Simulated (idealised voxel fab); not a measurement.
voxel transistor to metal: a process module
Displayed cross-section: cut, width of 180 nm, square cells sized 5 nm.
This document writes a cross-section as a grid whose cells are square, and gives it as bands, listed from the top down; one or more rows of cells form a band.
Heads up on the band format: heights come first, top then bottom, in nm. After that it's the materials left to right, each with its width in nm. A single material flagged "all across" fills the whole band edge to edge, and "blank" means there's empty space there.
It should be noted that heights are counted from 0, beneath which the wafer as supplied is of one material throughout, and that the lowest band possesses no lower boundary but continues downward, as written in "0 nm and below".
A two-number width, for instance "30..40", indicates that the width is equal to the first number in the top row of the band and to the second number in the bottom row, and that it changes by a constant amount per row of cells.
Reading "remained the same" for a step: not a cell of the cross-section changed in it.
Voids not open to the top, 8 cells minimum: see "Enclosed cavities". Written width x height at distance; distance is from the left edge; nm.
Formally, on a step line, whatever follows the settings is a remark that the simulator itself makes on the step.
overlay nm: on a step with a mask, how far right of its planned place the mask lay; negative means left.
So the way this works: pairs, before and after one process step. The after picture only goes down to the lowest band that actually changed, nothing below. Step and its settings are under each pair. And watch out, pairs might come from different runs of this module, same starting wafer though, so a pair only follows on from the one above if its "before" entry tells you so.
BEFORE
* 0 nm and below | Si all across
* Enclosed cavities: none
AFTER
* 0 nm to -5 nm | SiO2 all across
* Nothing below the height -5 has changed.
* Enclosed cavities: none
Step that separates the before view from the after view above: OXIDIZE with depth nm 5
before: taken from the pair above, after panel.
AFTER
* 10 nm to 0 nm | SiN all across
* Nothing below the height 0 has changed.
* Enclosed cavities: none
Step that separates the before view from the after view above: CONFORMAL_DEP with material SiN, thk nm 10
before: taken from the pair above, after panel.
AFTER
* 25 nm to 10 nm | aC all across
* Nothing below the height 10 has changed.
* Enclosed cavities: none
Step that separates the before view from the after view above: DIRECTIONAL_DEP with material aC, thk nm 15
before: taken from the pair above, after panel.
AFTER
* 60 nm to 25 nm | blank: 25 | resist: 125 | blank: 30
* Nothing below the height 25 has changed.
* Enclosed cavities: none
Step that separates the before view from the after view above: PATTERN with tone cover, mask id ACTIVE, material resist, width nm 125, thk nm 35, overlay nm 0
before: taken from the pair above, after panel.
AFTER
* 45 nm to 25 nm | blank: 25 | resist: 125 | blank: 30
* 25 nm to 10 nm | blank: 25 | aC: 125 | blank: 30
* Nothing below the height 10 has changed.
* Enclosed cavities: none
Step that separates the before view from the after view above: DIRECTIONAL_ETCH with etch materials aC, depth nm 15
before: taken from the pair above, after panel.
AFTER
* 25 nm to 10 nm | blank: 25 | aC: 125 | blank: 30
* Nothing below the height 10 has changed.
* Enclosed cavities: none
Step that separates the before view from the after view above: STRIP with etch materials resist
before: taken from the pair above, after panel.
AFTER
* 25 nm to 10 nm | blank: 25 | aC: 125 | blank: 30
* 10 nm to 0 nm | blank: 25 | SiN: 125 | blank: 30
* Nothing below the height 0 has changed.
* Enclosed cavities: none
Step that separates the before view from the after view above: DIRECTIONAL_ETCH with etch materials SiN, depth nm 10
before: taken from the pair above, after panel.
AFTER
* 25 nm to 10 nm | blank: 25 | aC: 125 | blank: 30
* 10 nm to 0 nm | blank: 25 | SiN: 125 | blank: 30
* 0 nm to -5 nm | blank: 25 | SiO2: 125 | blank: 30
* Nothing below the height -5 has changed.
* Enclosed cavities: none
Step that separates the before view from the after view above: DIRECTIONAL_ETCH with etch materials SiO2, depth nm 5
before: taken from the pair above, after panel.
AFTER
* 25 nm to 10 nm | blank: 25 | aC: 125 | blank: 30
* 10 nm to 0 nm | blank: 25 | SiN: 125 | blank: 30
* 0 nm to -5 nm | blank: 25 | SiO2: 125 | blank: 30
* -5 nm to -40 nm | blank: 25 | Si: 125 | blank: 30
* Nothing below the height -40 has changed.
* Enclosed cavities: none
Step that separates the before view from the after view above: DIRECTIONAL_ETCH with etch materials Si, depth nm 35
before: taken from the pair above, after panel.
AFTER
* 10 nm to 0 nm | blank: 25 | SiN: 125 | blank: 30
* Nothing below the height 0 has changed.
* Enclosed cavities: none
Step that separates the before view from the after view above: STRIP with etch materials aC
before: taken from the pair above, after panel.
AFTER
* 10 nm to 0 nm | blank: 25 | SiN: 125 | blank: 30
* 0 nm to -5 nm | blank: 25 | SiO2: 125 | blank: 30
* -5 nm to -40 nm | blank: 25 | SiO2: 5 | Si: 115 | SiO2: 5 | blank: 30
* -40 nm to -45 nm | SiO2: 30 | Si: 115 | SiO2: 35
* Nothing below the height -45 has changed.
* Enclosed cavities: none
Step that separates the before view from the after view above: OXIDIZE with depth nm 5
before: taken from the pair above, after panel.
AFTER
* 15 nm to 10 nm | SiO2 all across
* 10 nm to 0 nm | SiO2: 25 | SiN: 125 | SiO2: 30
* 0 nm to -5 nm | SiO2 all across
* -5 nm to -45 nm | SiO2: 30 | Si: 115 | SiO2: 35
* Nothing below the height -45 has changed.
* Enclosed cavities: none
Step that separates the before view from the after view above: FILL_DEP with material SiO2, thk nm 5
before: taken from the pair above, after panel.
AFTER
* 10 nm to 0 nm | SiO2: 25 | SiN: 125 | SiO2: 30
* Nothing below the height 0 has changed.
* Enclosed cavities: none
Step that separates the before view from the after view above: CMP with height nm 10
before: taken from the pair above, after panel.
AFTER
* 10 nm to 5 nm | blank: 25 | SiN: 125 | blank: 30
* Nothing below the height 5 has changed.
* Enclosed cavities: none
Step that separates the before view from the after view above: SELECTIVE_ETCH with etch materials SiO2, depth nm 5
before: taken from the pair above, after panel.
AFTER
* 5 nm to 0 nm | SiO2: 25 | blank: 125 | SiO2: 30
* Nothing below the height 0 has changed.
* Enclosed cavities: none
Step that separates the before view from the after view above: STRIP with etch materials SiN
before: taken from the pair above, after panel.
AFTER
* 0 nm to -5 nm | SiO2: 20 | blank: 135 | SiO2: 25
* Nothing below the height -5 has changed.
* Enclosed cavities: none
Step that separates the before view from the after view above: SELECTIVE_ETCH with etch materials SiO2, depth nm 5
before: taken from the pair above, after panel.
AFTER
* 0 nm to -5 nm | SiO2: 20 | blank: 135 | SiO2: 25
* -5 nm to -10 nm | SiO2 all across
* Nothing below the height -10 has changed.
* Enclosed cavities: none
Step that separates the before view from the after view above: OXIDIZE with depth nm 5
before: taken from the pair above, after panel.
AFTER
* 25 nm to 20 nm | polySi: 20 | blank: 135 | polySi: 25
* 20 nm to 0 nm | polySi all across
* 0 nm to -5 nm | SiO2: 20 | polySi: 135 | SiO2: 25
* Nothing below the height -5 has changed.
* Enclosed cavities: none
Step that separates the before view from the after view above: DIRECTIONAL_DEP with material polySi, thk nm 25
before: taken from the pair above, after panel.
AFTER
* 40 nm to 35 nm | SiCN: 20 | blank: 135 | SiCN: 25
* 35 nm to 25 nm | SiCN all across
* 25 nm to 20 nm | polySi: 20 | SiCN: 135 | polySi: 25
* Nothing below the height 20 has changed.
* Enclosed cavities: none
Step that separates the before view from the after view above: DIRECTIONAL_DEP with material SiCN, thk nm 15
before: taken from the pair above, after panel.
AFTER
* 50 nm to 45 nm | aC: 20 | blank: 135 | aC: 25
* 45 nm to 40 nm | aC all across
* 40 nm to 35 nm | SiCN: 20 | aC: 135 | SiCN: 25
* Nothing below the height 35 has changed.
* Enclosed cavities: none
Step that separates the before view from the after view above: DIRECTIONAL_DEP with material aC, thk nm 10
before: taken from the pair above, after panel.
AFTER
* 80 nm to 50 nm | blank: 70 | resist: 35 | blank: 75
* 50 nm to 45 nm | aC: 20 | blank: 50 | resist: 35 | blank: 50 | aC: 25
* Nothing below the height 45 has changed.
* Enclosed cavities: none
Step that separates the before view from the after view above: PATTERN with tone cover, mask id GATE, material resist, width nm 35, thk nm 30, overlay nm 0
before: taken from the pair above, after panel.
AFTER
* 70 nm to 45 nm | blank: 70 | resist: 35 | blank: 75
* 45 nm to 40 nm | blank: 70 | aC: 35 | blank: 75
* 40 nm to 35 nm | SiCN: 20 | blank: 50 | aC: 35 | blank: 50 | SiCN: 25
* Nothing below the height 35 has changed.
* Enclosed cavities: none
Step that separates the before view from the after view above: DIRECTIONAL_ETCH with etch materials aC, depth nm 10
before: taken from the pair above, after panel.
AFTER
* 45 nm to 40 nm | blank: 70 | aC: 35 | blank: 75
* Nothing below the height 40 has changed.
* Enclosed cavities: none
Step that separates the before view from the after view above: STRIP with etch materials resist
before: taken from the pair above, after panel.
AFTER
* 45 nm to 35 nm | blank: 70 | aC: 35 | blank: 75
* 35 nm to 25 nm | blank: 70 | SiCN: 35 | blank: 75
* 25 nm to 20 nm | polySi: 20 | blank: 50 | SiCN: 35 | blank: 50 | polySi: 25
* Nothing below the height 20 has changed.
* Enclosed cavities: none
Step that separates the before view from the after view above: DIRECTIONAL_ETCH with etch materials SiCN, depth nm 25
before: taken from the pair above, after panel.
AFTER
* 45 nm to 35 nm | blank: 70 | aC: 35 | blank: 75
* 35 nm to 20 nm | blank: 70 | SiCN: 35 | blank: 75
* 20 nm to 0 nm | blank: 70 | polySi: 35 | blank: 75
* 0 nm to -5 nm | SiO2: 20 | blank: 50 | polySi: 35 | blank: 50 | SiO2: 25
* Nothing below the height -5 has changed.
* Enclosed cavities: none
Step that separates the before view from the after view above: DIRECTIONAL_ETCH with etch materials polySi, depth nm 35
before: taken from the pair above, after panel.
AFTER
* 35 nm to 20 nm | blank: 70 | SiCN: 35 | blank: 75
* Nothing below the height 20 has changed.
* Enclosed cavities: none
Step that separates the before view from the after view above: STRIP with etch materials aC
before: taken from the pair above, after panel.
AFTER
* 40 nm to 35 nm | blank: 65 | SiN: 45 | blank: 70
* 35 nm to 20 nm | blank: 65 | SiN: 5 | SiCN: 35 | SiN: 5 | blank: 70
* 20 nm to 5 nm | blank: 65 | SiN: 5 | polySi: 35 | SiN: 5 | blank: 70
* 5 nm to 0 nm | SiN: 25 | blank: 40 | SiN: 5 | polySi: 35 | SiN: 5 | blank: 40 | SiN: 30
* 0 nm to -5 nm | SiO2: 20 | SiN: 50 | polySi: 35 | SiN: 50 | SiO2: 25
* Nothing below the height -5 has changed.
* Enclosed cavities: none
Step that separates the before view from the after view above: CONFORMAL_DEP with material SiN, thk nm 5
before: taken from the pair above, after panel.
AFTER
* 35 nm to 20 nm | blank: 65 | SiN: 5 | SiCN: 35 | SiN: 5 | blank: 70
* 20 nm to 0 nm | blank: 65 | SiN: 5 | polySi: 35 | SiN: 5 | blank: 70
* 0 nm to -5 nm | SiO2: 20 | SiN: 5 | blank: 40 | SiN: 5 | polySi: 35 | SiN: 5 | blank: 40 | SiN: 5 | SiO2: 25
* Nothing below the height -5 has changed.
* Enclosed cavities: none
Step that separates the before view from the after view above: DIRECTIONAL_ETCH with etch materials SiN, depth nm 5
before: taken from the pair above, after panel.
AFTER
* 35 nm to 20 nm | blank: 65 | SiN: 5 | SiCN: 35 | SiN: 5 | blank: 70
* 20 nm to 0 nm | blank: 65 | SiN: 5 | polySi: 35 | SiN: 5 | blank: 70
* 0 nm to -5 nm | blank: 20 | SiN: 5 | blank: 40 | SiN: 5 | polySi: 35 | SiN: 5 | blank: 40 | SiN: 5 | blank: 25
* -5 nm to -10 nm | SiO2: 25 | blank: 40 | SiO2: 45 | blank: 40 | SiO2: 30
* Nothing below the height -10 has changed.
* Enclosed cavities: none
Step that separates the before view from the after view above: DIRECTIONAL_ETCH with etch materials SiO2, depth nm 5
before: taken from the pair above, after panel.
AFTER
* 35 nm to 20 nm | blank: 65 | SiN: 5 | SiCN: 35 | SiN: 5 | blank: 70
* 20 nm to 0 nm | blank: 65 | SiN: 5 | polySi: 35 | SiN: 5 | blank: 70
* 0 nm to -5 nm | blank: 20 | SiN: 5 | blank: 40 | SiN: 5 | polySi: 35 | SiN: 5 | blank: 40 | SiN: 5 | blank: 25
* -5 nm to -10 nm | SiO2: 25 | blank: 40 | SiO2: 45 | blank: 40 | SiO2: 30
* -10 nm to -15 nm | SiO2: 30 | blank: 35 | Si: 45 | blank: 35 | SiO2: 35
* Nothing below the height -15 has changed.
* Enclosed cavities: none
Step that separates the before view from the after view above: DIRECTIONAL_ETCH with etch materials Si, depth nm 5
before: taken from the pair above, after panel.
AFTER
* 35 nm to 20 nm | blank: 65 | SiN: 5 | SiCN: 35 | SiN: 5 | blank: 70
* 20 nm to 0 nm | blank: 65 | SiN: 5 | polySi: 35 | SiN: 5 | blank: 70
* 0 nm to -5 nm | blank: 20 | SiN: 5 | blank: 30 | pSi: 10 | SiN: 5 | polySi: 35 | SiN: 5 | pSi: 10 | blank: 30 | SiN: 5 | blank: 25
* -5 nm to -10 nm | SiO2: 25 | pSi: 40 | SiO2: 45 | pSi: 40 | SiO2: 30
* -10 nm to -15 nm | SiO2: 30 | pSi: 35 | Si: 45 | pSi: 35 | SiO2: 35
* Nothing below the height -15 has changed.
* Enclosed cavities: none
Step that separates the before view from the after view above: EPI with material pSi, thk nm 10
before: taken from the pair above, after panel.
AFTER
* 45 nm to 35 nm | SiO2 all across
* 35 nm to 20 nm | SiO2: 65 | SiN: 5 | SiCN: 35 | SiN: 5 | SiO2: 70
* 20 nm to 0 nm | SiO2: 65 | SiN: 5 | polySi: 35 | SiN: 5 | SiO2: 70
* 0 nm to -5 nm | SiO2: 20 | SiN: 5 | SiO2: 30 | pSi: 10 | SiN: 5 | polySi: 35 | SiN: 5 | pSi: 10 | SiO2: 30 | SiN: 5 | SiO2: 25
* Nothing below the height -5 has changed.
* Enclosed cavities: none
Step that separates the before view from the after view above: FILL_DEP with material SiO2, thk nm 10
before: taken from the pair above, after panel.
AFTER
* 20 nm to 0 nm | SiO2: 65 | SiN: 5 | polySi: 35 | SiN: 5 | SiO2: 70
* Nothing below the height 0 has changed.
* Enclosed cavities: none
Step that separates the before view from the after view above: CMP with height nm 20
before: taken from the pair above, after panel.
AFTER
* 20 nm to 0 nm | SiO2: 65 | SiN: 5 | blank: 35 | SiN: 5 | SiO2: 70
* 0 nm to -5 nm | SiO2: 20 | SiN: 5 | SiO2: 30 | pSi: 10 | SiN: 5 | blank: 35 | SiN: 5 | pSi: 10 | SiO2: 30 | SiN: 5 | SiO2: 25
* Nothing below the height -5 has changed.
* Enclosed cavities: none
Step that separates the before view from the after view above: STRIP with etch materials polySi
before: taken from the pair above, after panel.
AFTER
* 20 nm to 15 nm | blank: 65 | SiN: 5 | blank: 35 | SiN: 5 | blank: 70
* 15 nm to 0 nm | SiO2: 65 | SiN: 5 | blank: 35 | SiN: 5 | SiO2: 70
* 0 nm to -5 nm | SiO2: 20 | SiN: 5 | SiO2: 30 | pSi: 10 | SiN: 5 | blank: 35 | SiN: 5 | pSi: 10 | SiO2: 30 | SiN: 5 | SiO2: 25
* -5 nm to -10 nm | SiO2: 25 | pSi: 40 | blank: 45 | pSi: 40 | SiO2: 30
* Nothing below the height -10 has changed.
* Enclosed cavities: none
Step that separates the before view from the after view above: SELECTIVE_ETCH with etch materials SiO2, depth nm 5
before: taken from the pair above, after panel.
AFTER
* 25 nm to 20 nm | blank: 60 | HfO2: 15 | blank: 25 | HfO2: 15 | blank: 65
* 20 nm to 15 nm | HfO2: 65 | SiN: 5 | HfO2: 5 | blank: 25 | HfO2: 5 | SiN: 5 | HfO2: 70
* 15 nm to 0 nm | SiO2: 65 | SiN: 5 | HfO2: 5 | blank: 25 | HfO2: 5 | SiN: 5 | SiO2: 70
* 0 nm to -5 nm | SiO2: 20 | SiN: 5 | SiO2: 30 | pSi: 10 | SiN: 5 | HfO2: 5 | blank: 25 | HfO2: 5 | SiN: 5 | pSi: 10 | SiO2: 30 | SiN: 5 | SiO2: 25
* -5 nm to -10 nm | SiO2: 25 | pSi: 40 | HfO2: 45 | pSi: 40 | SiO2: 30
* Nothing below the height -10 has changed.
* Enclosed cavities: none
Step that separates the before view from the after view above: CONFORMAL_DEP with material HfO2, thk nm 5
before: taken from the pair above, after panel.
AFTER
* 30 nm to 25 nm | blank: 55 | TiN: 25 | blank: 15 | TiN: 25 | blank: 60
* 25 nm to 20 nm | TiN: 60 | HfO2: 15 | TiN: 5 | blank: 15 | TiN: 5 | HfO2: 15 | TiN: 65
* 20 nm to 15 nm | HfO2: 65 | SiN: 5 | HfO2: 5 | TiN: 5 | blank: 15 | TiN: 5 | HfO2: 5 | SiN: 5 | HfO2: 70
* 15 nm to 0 nm | SiO2: 65 | SiN: 5 | HfO2: 5 | TiN: 5 | blank: 15 | TiN: 5 | HfO2: 5 | SiN: 5 | SiO2: 70
* 0 nm to -5 nm | SiO2: 20 | SiN: 5 | SiO2: 30 | pSi: 10 | SiN: 5 | HfO2: 5 | TiN: 25 | HfO2: 5 | SiN: 5 | pSi: 10 | SiO2: 30 | SiN: 5 | SiO2: 25
* Nothing below the height -5 has changed.
* Enclosed cavities: none
Step that separates the before view from the after view above: CONFORMAL_DEP with material TiN, thk nm 5
before: taken from the pair above, after panel.
AFTER
* 40 nm to 30 nm | W all across
* 30 nm to 25 nm | W: 55 | TiN: 25 | W: 15 | TiN: 25 | W: 60
* 25 nm to 20 nm | TiN: 60 | HfO2: 15 | TiN: 5 | W: 15 | TiN: 5 | HfO2: 15 | TiN: 65
* 20 nm to 15 nm | HfO2: 65 | SiN: 5 | HfO2: 5 | TiN: 5 | W: 15 | TiN: 5 | HfO2: 5 | SiN: 5 | HfO2: 70
* 15 nm to 0 nm | SiO2: 65 | SiN: 5 | HfO2: 5 | TiN: 5 | W: 15 | TiN: 5 | HfO2: 5 | SiN: 5 | SiO2: 70
* Nothing below the height 0 has changed.
* Enclosed cavities: none
Step that separates the before view from the after view above: FILL_DEP with material W, thk nm 10
before: taken from the pair above, after panel.
AFTER
* 15 nm to 0 nm | SiO2: 65 | SiN: 5 | HfO2: 5 | TiN: 5 | W: 15 | TiN: 5 | HfO2: 5 | SiN: 5 | SiO2: 70
* Nothing below the height 0 has changed.
* Enclosed cavities: none
Step that separates the before view from the after view above: CMP with height nm 15
before: taken from the pair above, after panel.
AFTER
* 25 nm to 15 nm | SiO2 all across
* Nothing below the height 15 has changed.
* Enclosed cavities: none
Step that separates the before view from the after view above: DIRECTIONAL_DEP with material SiO2, thk nm 10
before: taken from the pair above, after panel.
AFTER
* 25 nm to 15 nm | SiO2: 35 | blank: 15 | SiO2: 75 | blank: 15 | SiO2: 40
* 15 nm to 0 nm | SiO2: 35 | blank: 15 | SiO2: 15 | SiN: 5 | HfO2: 5 | TiN: 5 | W: 15 | TiN: 5 | HfO2: 5 | SiN: 5 | SiO2: 15 | blank: 15 | SiO2: 40
* 0 nm to -5 nm | SiO2: 20 | SiN: 5 | SiO2: 10 | blank: 15 | SiO2: 5 | pSi: 10 | SiN: 5 | HfO2: 5 | TiN: 25 | HfO2: 5 | SiN: 5 | pSi: 10 | SiO2: 5 | blank: 15 | SiO2: 10 | SiN: 5 | SiO2: 25
* Nothing below the height -5 has changed.
* Enclosed cavities: none
Step that separates the before view from the after view above: MASKED_ETCH with tone open, mask id CONTACT, width nm 15, pitch nm 90, etch materials SiO2, depth nm 30, overlay nm 0
before: taken from the pair above, after panel.
AFTER
* 30 nm to 25 nm | TiN: 40 | blank: 5 | TiN: 85 | blank: 5 | TiN: 45
* 25 nm to 15 nm | SiO2: 35 | TiN: 5 | blank: 5 | TiN: 5 | SiO2: 75 | TiN: 5 | blank: 5 | TiN: 5 | SiO2: 40
* 15 nm to 0 nm | SiO2: 35 | TiN: 5 | blank: 5 | TiN: 5 | SiO2: 15 | SiN: 5 | HfO2: 5 | TiN: 5 | W: 15 | TiN: 5 | HfO2: 5 | SiN: 5 | SiO2: 15 | TiN: 5 | blank: 5 | TiN: 5 | SiO2: 40
* 0 nm to -5 nm | SiO2: 20 | SiN: 5 | SiO2: 10 | TiN: 15 | SiO2: 5 | pSi: 10 | SiN: 5 | HfO2: 5 | TiN: 25 | HfO2: 5 | SiN: 5 | pSi: 10 | SiO2: 5 | TiN: 15 | SiO2: 10 | SiN: 5 | SiO2: 25
* Nothing below the height -5 has changed.
* Enclosed cavities: none
Step that separates the before view from the after view above: CONFORMAL_DEP with material TiN, thk nm 5
before: taken from the pair above, after panel.
AFTER
* 35 nm to 30 nm | W all across
* 30 nm to 25 nm | TiN: 40 | W: 5 | TiN: 85 | W: 5 | TiN: 45
* 25 nm to 15 nm | SiO2: 35 | TiN: 5 | W: 5 | TiN: 5 | SiO2: 75 | TiN: 5 | W: 5 | TiN: 5 | SiO2: 40
* 15 nm to 0 nm | SiO2: 35 | TiN: 5 | W: 5 | TiN: 5 | SiO2: 15 | SiN: 5 | HfO2: 5 | TiN: 5 | W: 15 | TiN: 5 | HfO2: 5 | SiN: 5 | SiO2: 15 | TiN: 5 | W: 5 | TiN: 5 | SiO2: 40
* Nothing below the height 0 has changed.
* Enclosed cavities: none
Step that separates the before view from the after view above: FILL_DEP with material W, thk nm 5
before: taken from the pair above, after panel.
AFTER
* 25 nm to 15 nm | SiO2: 35 | TiN: 5 | W: 5 | TiN: 5 | SiO2: 75 | TiN: 5 | W: 5 | TiN: 5 | SiO2: 40
* Nothing below the height 15 has changed.
* Enclosed cavities: none
Step that separates the before view from the after view above: CMP with height nm 25
before: taken from the pair above, after panel.
AFTER
* 30 nm to 25 nm | SiN all across
* Nothing below the height 25 has changed.
* Enclosed cavities: none
Step that separates the before view from the after view above: CONFORMAL_DEP with material SiN, thk nm 5
before: taken from the pair above, after panel.
AFTER
* 50 nm to 30 nm | lowk all across
* Nothing below the height 30 has changed.
* Enclosed cavities: none
Step that separates the before view from the after view above: DIRECTIONAL_DEP with material lowk, thk nm 20
before: taken from the pair above, after panel.
AFTER
* 65 nm to 50 nm | resist: 35 | blank: 15 | resist: 75 | blank: 15 | resist: 40
* Nothing below the height 50 has changed.
* Enclosed cavities: none
Step that separates the before view from the after view above: PATTERN with tone open, mask id METAL_1, material resist, width nm 15, pitch nm 90, thk nm 15, overlay nm 0
before: taken from the pair above, after panel.
AFTER
* 65 nm to 50 nm | resist: 35 | blank: 15 | resist: 75 | blank: 15 | resist: 40
* 50 nm to 30 nm | lowk: 35 | blank: 15 | lowk: 75 | blank: 15 | lowk: 40
* Nothing below the height 30 has changed.
* Enclosed cavities: none
Step that separates the before view from the after view above: DIRECTIONAL_ETCH with etch materials lowk, depth nm 20
before: taken from the pair above, after panel.
AFTER
* 65 nm to 50 nm | resist: 35 | blank: 15 | resist: 75 | blank: 15 | resist: 40
* 50 nm to 30 nm | lowk: 35 | blank: 15 | lowk: 75 | blank: 15 | lowk: 40
* 30 nm to 25 nm | SiN: 35 | blank: 15 | SiN: 75 | blank: 15 | SiN: 40
* Nothing below the height 25 has changed.
* Enclosed cavities: none
Step that separates the before view from the after view above: DIRECTIONAL_ETCH with etch materials SiN, depth nm 5
before: taken from the pair above, after panel.
AFTER
* 50 nm to 30 nm | lowk: 35 | blank: 15 | lowk: 75 | blank: 15 | lowk: 40
* Nothing below the height 30 has changed.
* Enclosed cavities: none
Step that separates the before view from the after view above: STRIP with etch materials resist
before: taken from the pair above, after panel.
AFTER
* 55 nm to 50 nm | TiN: 40 | blank: 5 | TiN: 85 | blank: 5 | TiN: 45
* 50 nm to 30 nm | lowk: 35 | TiN: 5 | blank: 5 | TiN: 5 | lowk: 75 | TiN: 5 | blank: 5 | TiN: 5 | lowk: 40
* 30 nm to 25 nm | SiN: 35 | TiN: 15 | SiN: 75 | TiN: 15 | SiN: 40
* Nothing below the height 25 has changed.
* Enclosed cavities: none
Step that separates the before view from the after view above: CONFORMAL_DEP with material TiN, thk nm 5
before: taken from the pair above, after panel.
AFTER
* 60 nm to 55 nm | Cu all across
* 55 nm to 50 nm | TiN: 40 | Cu: 5 | TiN: 85 | Cu: 5 | TiN: 45
* 50 nm to 30 nm | lowk: 35 | TiN: 5 | Cu: 5 | TiN: 5 | lowk: 75 | TiN: 5 | Cu: 5 | TiN: 5 | lowk: 40
* Nothing below the height 30 has changed.
* Enclosed cavities: none
Step that separates the before view from the after view above: FILL_DEP with material Cu, thk nm 5
before: taken from the pair above, after panel.
AFTER
* 50 nm to 30 nm | lowk: 35 | TiN: 5 | Cu: 5 | TiN: 5 | lowk: 75 | TiN: 5 | Cu: 5 | TiN: 5 | lowk: 40
* Nothing below the height 30 has changed.
* Enclosed cavities: none
Step that separates the before view from the after view above: CMP with height nm 50
before: taken from the pair above, after panel.
AFTER
* 55 nm to 50 nm | blank: 30 | Ru: 25 | blank: 65 | Ru: 25 | blank: 35
* Nothing below the height 50 has changed.
* Enclosed cavities: none
Step that separates the before view from the after view above: EPI with material Ru, thk nm 5
before: taken from the pair above, after panel.
AFTER
* 60 nm to 55 nm | SiCN all across
* 55 nm to 50 nm | SiCN: 30 | Ru: 25 | SiCN: 65 | Ru: 25 | SiCN: 35
* Nothing below the height 50 has changed.
* Enclosed cavities: none
Step that separates the before view from the after view above: FILL_DEP with material SiCN, thk nm 5
BEFORE
* 20 nm to 15 nm | blank: 65 | SiN: 5 | blank: 35 | SiN: 5 | blank: 70
* 15 nm to 0 nm | SiO2: 65 | SiN: 5 | blank: 35 | SiN: 5 | SiO2: 70
* 0 nm to -5 nm | SiO2: 20 | SiN: 5 | SiO2: 30 | pSi: 10 | SiN: 5 | blank: 35 | SiN: 5 | pSi: 10 | SiO2: 30 | SiN: 5 | SiO2: 25
* -5 nm to -10 nm | SiO2: 25 | pSi: 40 | blank: 45 | pSi: 40 | SiO2: 30
* -10 nm to -15 nm | SiO2: 30 | pSi: 35 | Si: 45 | pSi: 35 | SiO2: 35
* -15 nm to -45 nm | SiO2: 30 | Si: 115 | SiO2: 35
* -45 nm and below | Si all across
* Enclosed cavities: none
AFTER
* 25 nm to 20 nm | blank: 60 | TiN: 15 | blank: 25 | TiN: 15 | blank: 65
* 20 nm to 15 nm | TiN: 65 | SiN: 5 | TiN: 5 | blank: 25 | TiN: 5 | SiN: 5 | TiN: 70
* 15 nm to 0 nm | SiO2: 65 | SiN: 5 | TiN: 5 | blank: 25 | TiN: 5 | SiN: 5 | SiO2: 70
* 0 nm to -5 nm | SiO2: 20 | SiN: 5 | SiO2: 30 | pSi: 10 | SiN: 5 | TiN: 5 | blank: 25 | TiN: 5 | SiN: 5 | pSi: 10 | SiO2: 30 | SiN: 5 | SiO2: 25
* -5 nm to -10 nm | SiO2: 25 | pSi: 40 | TiN: 45 | pSi: 40 | SiO2: 30
* Nothing below the height -10 has changed.
* Enclosed cavities: none
Step that separates the before view from the after view above: CONFORMAL_DEP with material TiN, thk nm 5
before: taken from the pair above, after panel.
AFTER
* 35 nm to 25 nm | W all across
* 25 nm to 20 nm | W: 60 | TiN: 15 | W: 25 | TiN: 15 | W: 65
* 20 nm to 15 nm | TiN: 65 | SiN: 5 | TiN: 5 | W: 25 | TiN: 5 | SiN: 5 | TiN: 70
* 15 nm to 0 nm | SiO2: 65 | SiN: 5 | TiN: 5 | W: 25 | TiN: 5 | SiN: 5 | SiO2: 70
* 0 nm to -5 nm | SiO2: 20 | SiN: 5 | SiO2: 30 | pSi: 10 | SiN: 5 | TiN: 5 | W: 25 | TiN: 5 | SiN: 5 | pSi: 10 | SiO2: 30 | SiN: 5 | SiO2: 25
* Nothing below the height -5 has changed.
* Enclosed cavities: none
Step that separates the before view from the after view above: FILL_DEP with material W, thk nm 10
before: taken from the pair above, after panel.
AFTER
* 15 nm to 0 nm | SiO2: 65 | SiN: 5 | TiN: 5 | W: 25 | TiN: 5 | SiN: 5 | SiO2: 70
* Nothing below the height 0 has changed.
* Enclosed cavities: none
Step that separates the before view from the after view above: CMP with height nm 15
before: taken from the pair above, after panel.
AFTER
* 25 nm to 15 nm | SiO2 all across
* Nothing below the height 15 has changed.
* Enclosed cavities: none
Step that separates the before view from the after view above: DIRECTIONAL_DEP with material SiO2, thk nm 10
before: taken from the pair above, after panel.
AFTER
* 25 nm to 15 nm | SiO2: 35 | blank: 15 | SiO2: 75 | blank: 15 | SiO2: 40
* 15 nm to 0 nm | SiO2: 35 | blank: 15 | SiO2: 15 | SiN: 5 | TiN: 5 | W: 25 | TiN: 5 | SiN: 5 | SiO2: 15 | blank: 15 | SiO2: 40
* 0 nm to -5 nm | SiO2: 20 | SiN: 5 | SiO2: 10 | blank: 15 | SiO2: 5 | pSi: 10 | SiN: 5 | TiN: 5 | W: 25 | TiN: 5 | SiN: 5 | pSi: 10 | SiO2: 5 | blank: 15 | SiO2: 10 | SiN: 5 | SiO2: 25
* Nothing below the height -5 has changed.
* Enclosed cavities: none
Step that separates the before view from the after view above: MASKED_ETCH with tone open, mask id CONTACT, width nm 15, pitch nm 90, etch materials SiO2, depth nm 30, overlay nm 0
before: taken from the pair above, after panel.
AFTER
* 30 nm to 25 nm | TiN: 40 | blank: 5 | TiN: 85 | blank: 5 | TiN: 45
* 25 nm to 15 nm | SiO2: 35 | TiN: 5 | blank: 5 | TiN: 5 | SiO2: 75 | TiN: 5 | blank: 5 | TiN: 5 | SiO2: 40
* 15 nm to 0 nm | SiO2: 35 | TiN: 5 | blank: 5 | TiN: 5 | SiO2: 15 | SiN: 5 | TiN: 5 | W: 25 | TiN: 5 | SiN: 5 | SiO2: 15 | TiN: 5 | blank: 5 | TiN: 5 | SiO2: 40
* 0 nm to -5 nm | SiO2: 20 | SiN: 5 | SiO2: 10 | TiN: 15 | SiO2: 5 | pSi: 10 | SiN: 5 | TiN: 5 | W: 25 | TiN: 5 | SiN: 5 | pSi: 10 | SiO2: 5 | TiN: 15 | SiO2: 10 | SiN: 5 | SiO2: 25
* Nothing below the height -5 has changed.
* Enclosed cavities: none
Step that separates the before view from the after view above: CONFORMAL_DEP with material TiN, thk nm 5
before: taken from the pair above, after panel.
AFTER
* 35 nm to 30 nm | W all across
* 30 nm to 25 nm | TiN: 40 | W: 5 | TiN: 85 | W: 5 | TiN: 45
* 25 nm to 15 nm | SiO2: 35 | TiN: 5 | W: 5 | TiN: 5 | SiO2: 75 | TiN: 5 | W: 5 | TiN: 5 | SiO2: 40
* 15 nm to 0 nm | SiO2: 35 | TiN: 5 | W: 5 | TiN: 5 | SiO2: 15 | SiN: 5 | TiN: 5 | W: 25 | TiN: 5 | SiN: 5 | SiO2: 15 | TiN: 5 | W: 5 | TiN: 5 | SiO2: 40
* Nothing below the height 0 has changed.
* Enclosed cavities: none
Step that separates the before view from the after view above: FILL_DEP with material W, thk nm 5
before: taken from the pair above, after panel.
AFTER
* 25 nm to 15 nm | SiO2: 35 | TiN: 5 | W: 5 | TiN: 5 | SiO2: 75 | TiN: 5 | W: 5 | TiN: 5 | SiO2: 40
* Nothing below the height 15 has changed.
* Enclosed cavities: none
Step that separates the before view from the after view above: CMP with height nm 25
